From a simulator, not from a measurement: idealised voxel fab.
The following is a process module called voxel self aligned vias.
We display cut, a cross-section 300 nm in width whose square cells are each 5 nm.
Each cross-section below is a grid of square cells, stated as bands in top-down order, with one or more rows of cells making up each band. It is stipulated that each band's entry specify, in nanometres, the height of the top of the band and then that of its bottom, followed by the materials of the band in left-to-right sequence, each together with its width in nanometres. A single material marked by the word "edge to edge" is understood to fill the band from edge to edge; the word "empty" is understood to denote empty space. Height datum 0, below which the as-received substrate wafer is one material. Lowest band open at the bottom, running downward: "0 and below". Width "30 to 40": first value at the band's top row of cells, second value at its bottom row, equal change from row to row. Given "nothing different" for a step, no cell of the cross-section differs between before and after that step. Heads up: "Unvented voids" only lists the empty pockets with no open path to the top that are 8 cells or more, and it writes them as width x height at distance, distance from the left edge, in nm. If you see something after the settings on a step's line, that's the simulator's own remark about that step. "overlay nm" denotes, for a step that has a mask, the displacement of the mask to the right of its planned place, with negative values corresponding to the left.
## This section lists the process steps that were planned
1: RECEIVE [material Si]
2: CONFORMAL_DEP [material SiO2] [thk nm 10]
3: CONFORMAL_DEP [material SiCN] [thk nm 5]
4: DIRECTIONAL_DEP [material SiO2] [thk nm 30]
5: DIRECTIONAL_DEP [material aC] [thk nm 15]
6: PATTERN [tone open] [mask id LINES] [material resist] [width nm 20] [pitch nm 55] [thk nm 30] [overlay nm 0]
7: DIRECTIONAL_ETCH [etch materials aC] [depth nm 15]
8: STRIP [etch materials resist]
9: DIRECTIONAL_ETCH [etch materials SiO2] [depth nm 30]
10: STRIP [etch materials aC]
11: CONFORMAL_DEP [material TiN] [thk nm 5]
12: FILL_DEP [material Ru] [thk nm 10]
13: CMP [height nm 45]
14: SELECTIVE_ETCH [etch materials W Ru TiN] [depth nm 5]
15: FILL_DEP [material SiN] [thk nm 5]
16: CMP [height nm 45]
17: DIRECTIONAL_DEP [material SiO2] [thk nm 15]
18: MASKED_ETCH [tone open] [mask id VIAS] [width nm 30] [pitch nm 55] [etch materials SiO2] [depth nm 15] [overlay nm 0]
19: MASKED_ETCH [tone open] [mask id VIAS] [width nm 30] [pitch nm 55] [etch materials SiN] [depth nm 5] [overlay nm 0]
20: CONFORMAL_DEP [material TiN] [thk nm 5]
21: FILL_DEP [material Cu] [thk nm 5]
22: CMP [height nm 60]
23: CONFORMAL_DEP [material SiCN] [thk nm 5]
## First wafer of two (run as planned)
## So this is the incoming wafer in cross-section - it's already been through step 1
0 and below | Si edge to edge
Unvented voids: none
## Wafer after step 2 (cross-section)
10 down to 0 | SiO2 edge to edge
No changes below 0.
## Wafer after step 3 (cross-section)
15 down to 10 | SiCN edge to edge
No changes below 10.
## Wafer after step 4 (cross-section)
45 down to 15 | SiO2 edge to edge
No changes below 15.
## Wafer after step 5 (cross-section)
60 down to 45 | aC edge to edge
No changes below 45.
## Wafer after step 6 (cross-section)
90 down to 60 | resist 85 | empty 20 | resist 35 | empty 20 | resist 35 | empty 20 | resist 85
No changes below 60.
## Wafer after step 7 (cross-section)
75 down to 60 | resist 85 | empty 20 | resist 35 | empty 20 | resist 35 | empty 20 | resist 85
60 down to 45 | aC 85 | empty 20 | aC 35 | empty 20 | aC 35 | empty 20 | aC 85
No changes below 45.
## Wafer after step 8 (cross-section)
60 down to 45 | aC 85 | empty 20 | aC 35 | empty 20 | aC 35 | empty 20 | aC 85
No changes below 45.
## Wafer after step 9 (cross-section)
60 down to 45 | aC 85 | empty 20 | aC 35 | empty 20 | aC 35 | empty 20 | aC 85
45 down to 15 | SiO2 85 | empty 20 | SiO2 35 | empty 20 | SiO2 35 | empty 20 | SiO2 85
No changes below 15.
## Wafer after step 10 (cross-section)
45 down to 15 | SiO2 85 | empty 20 | SiO2 35 | empty 20 | SiO2 35 | empty 20 | SiO2 85
No changes below 15.
## Wafer after step 11 (cross-section)
50 down to 45 | TiN 90 | empty 10 | TiN 45 | empty 10 | TiN 45 | empty 10 | TiN 90
45 down to 20 | SiO2 85 | TiN 5 | empty 10 | TiN 5 | SiO2 35 | TiN 5 | empty 10 | TiN 5 | SiO2 35 | TiN 5 | empty 10 | TiN 5 | SiO2 85
20 down to 15 | SiO2 85 | TiN 20 | SiO2 35 | TiN 20 | SiO2 35 | TiN 20 | SiO2 85
No changes below 15.
## Wafer after step 12 (cross-section)
60 down to 50 | Ru edge to edge
50 down to 45 | TiN 90 | Ru 10 | TiN 45 | Ru 10 | TiN 45 | Ru 10 | TiN 90
45 down to 20 | SiO2 85 | TiN 5 | Ru 10 | TiN 5 | SiO2 35 | TiN 5 | Ru 10 | TiN 5 | SiO2 35 | TiN 5 | Ru 10 | TiN 5 | SiO2 85
No changes below 20.
## Wafer after step 13 (cross-section)
45 down to 20 | SiO2 85 | TiN 5 | Ru 10 | TiN 5 | SiO2 35 | TiN 5 | Ru 10 | TiN 5 | SiO2 35 | TiN 5 | Ru 10 | TiN 5 | SiO2 85
No changes below 20.
## Wafer after step 14 (cross-section)
45 down to 40 | SiO2 85 | empty 20 | SiO2 35 | empty 20 | SiO2 35 | empty 20 | SiO2 85
No changes below 40.
## Wafer after step 15 (cross-section)
50 down to 45 | SiN edge to edge
45 down to 40 | SiO2 85 | SiN 20 | SiO2 35 | SiN 20 | SiO2 35 | SiN 20 | SiO2 85
No changes below 40.
## Wafer after step 16 (cross-section)
45 down to 40 | SiO2 85 | SiN 20 | SiO2 35 | SiN 20 | SiO2 35 | SiN 20 | SiO2 85
No changes below 40.
## Wafer after step 17 (cross-section)
60 down to 45 | SiO2 edge to edge
No changes below 45.
## Wafer after step 18 (cross-section)
60 down to 45 | SiO2 80 | empty 30 | SiO2 25 | empty 30 | SiO2 25 | empty 30 | SiO2 80
No changes below 45.
## Wafer after step 19 (cross-section)
60 down to 45 | SiO2 80 | empty 30 | SiO2 25 | empty 30 | SiO2 25 | empty 30 | SiO2 80
45 down to 40 | SiO2 85 | empty 20 | SiO2 35 | empty 20 | SiO2 35 | empty 20 | SiO2 85
No changes below 40.
## Wafer after step 20 (cross-section)
65 down to 60 | TiN 85 | empty 20 | TiN 35 | empty 20 | TiN 35 | empty 20 | TiN 85
60 down to 50 | SiO2 80 | TiN 5 | empty 20 | TiN 5 | SiO2 25 | TiN 5 | empty 20 | TiN 5 | SiO2 25 | TiN 5 | empty 20 | TiN 5 | SiO2 80
50 down to 45 | SiO2 80 | TiN 10 | empty 10 | TiN 10 | SiO2 25 | TiN 10 | empty 10 | TiN 10 | SiO2 25 | TiN 10 | empty 10 | TiN 10 | SiO2 80
45 down to 40 | SiO2 85 | TiN 20 | SiO2 35 | TiN 20 | SiO2 35 | TiN 20 | SiO2 85
No changes below 40.
## Wafer after step 21 (cross-section)
70 down to 65 | Cu edge to edge
65 down to 60 | TiN 85 | Cu 20 | TiN 35 | Cu 20 | TiN 35 | Cu 20 | TiN 85
60 down to 50 | SiO2 80 | TiN 5 | Cu 20 | TiN 5 | SiO2 25 | TiN 5 | Cu 20 | TiN 5 | SiO2 25 | TiN 5 | Cu 20 | TiN 5 | SiO2 80
50 down to 45 | SiO2 80 | TiN 10 | Cu 10 | TiN 10 | SiO2 25 | TiN 10 | Cu 10 | TiN 10 | SiO2 25 | TiN 10 | Cu 10 | TiN 10 | SiO2 80
No changes below 45.
## Wafer after step 22 (cross-section)
60 down to 50 | SiO2 80 | TiN 5 | Cu 20 | TiN 5 | SiO2 25 | TiN 5 | Cu 20 | TiN 5 | SiO2 25 | TiN 5 | Cu 20 | TiN 5 | SiO2 80
No changes below 50.
## Wafer after step 23 (cross-section)
65 down to 60 | SiCN edge to edge
No changes below 60.
## The second wafer was prepared from the same starting point and under the same plan as the first; its processing contained one mistake, and it remains indistinguishable from the first wafer up to and including step 17
## Cross-sectional view of the second wafer at the intended end time of process step 18
60 down to 45 | SiO2 80 | empty 30 | SiO2 25 | empty 30 | SiO2 25 | empty 30 | SiO2 80
45 down to 40 | SiO2 80 | empty 5 | SiN 20 | empty 5 | SiO2 25 | empty 5 | SiN 20 | empty 5 | SiO2 25 | empty 5 | SiN 20 | empty 5 | SiO2 80
40 down to 30 | SiO2 80 | empty 5 | TiN 5 | Ru 10 | TiN 5 | empty 5 | SiO2 25 | empty 5 | TiN 5 | Ru 10 | TiN 5 | empty 5 | SiO2 25 | empty 5 | TiN 5 | Ru 10 | TiN 5 | empty 5 | SiO2 80
No changes below 30.
## Cross-sectional view of the second wafer at the intended end time of process step 19
60 down to 40 | SiO2 80 | empty 30 | SiO2 25 | empty 30 | SiO2 25 | empty 30 | SiO2 80
No changes below 40.
## Cross-sectional view of the second wafer at the intended end time of process step 20
65 down to 60 | TiN 85 | empty 20 | TiN 35 | empty 20 | TiN 35 | empty 20 | TiN 85
60 down to 45 | SiO2 80 | TiN 5 | empty 20 | TiN 5 | SiO2 25 | TiN 5 | empty 20 | TiN 5 | SiO2 25 | TiN 5 | empty 20 | TiN 5 | SiO2 80
45 down to 40 | SiO2 80 | TiN 30 | SiO2 25 | TiN 30 | SiO2 25 | TiN 30 | SiO2 80
40 down to 30 | SiO2 80 | TiN 10 | Ru 10 | TiN 10 | SiO2 25 | TiN 10 | Ru 10 | TiN 10 | SiO2 25 | TiN 10 | Ru 10 | TiN 10 | SiO2 80
No changes below 30.
## Cross-sectional view of the second wafer at the intended end time of process step 21
70 down to 65 | Cu edge to edge
65 down to 60 | TiN 85 | Cu 20 | TiN 35 | Cu 20 | TiN 35 | Cu 20 | TiN 85
60 down to 45 | SiO2 80 | TiN 5 | Cu 20 | TiN 5 | SiO2 25 | TiN 5 | Cu 20 | TiN 5 | SiO2 25 | TiN 5 | Cu 20 | TiN 5 | SiO2 80
No changes below 45.
## Cross-sectional view of the second wafer at the intended end time of process step 22
60 down to 45 | SiO2 80 | TiN 5 | Cu 20 | TiN 5 | SiO2 25 | TiN 5 | Cu 20 | TiN 5 | SiO2 25 | TiN 5 | Cu 20 | TiN 5 | SiO2 80
No changes below 45.
## Cross-sectional view of the second wafer at the intended end time of process step 23
65 down to 60 | SiCN edge to edge
No changes below 60.
What broke from the plan during processing? twice, step 18 of the plan was run
Count the cells at the end and the second wafer has more or fewer of some materials than the first: +6 Cu, -18 SiO2, +12 TiN
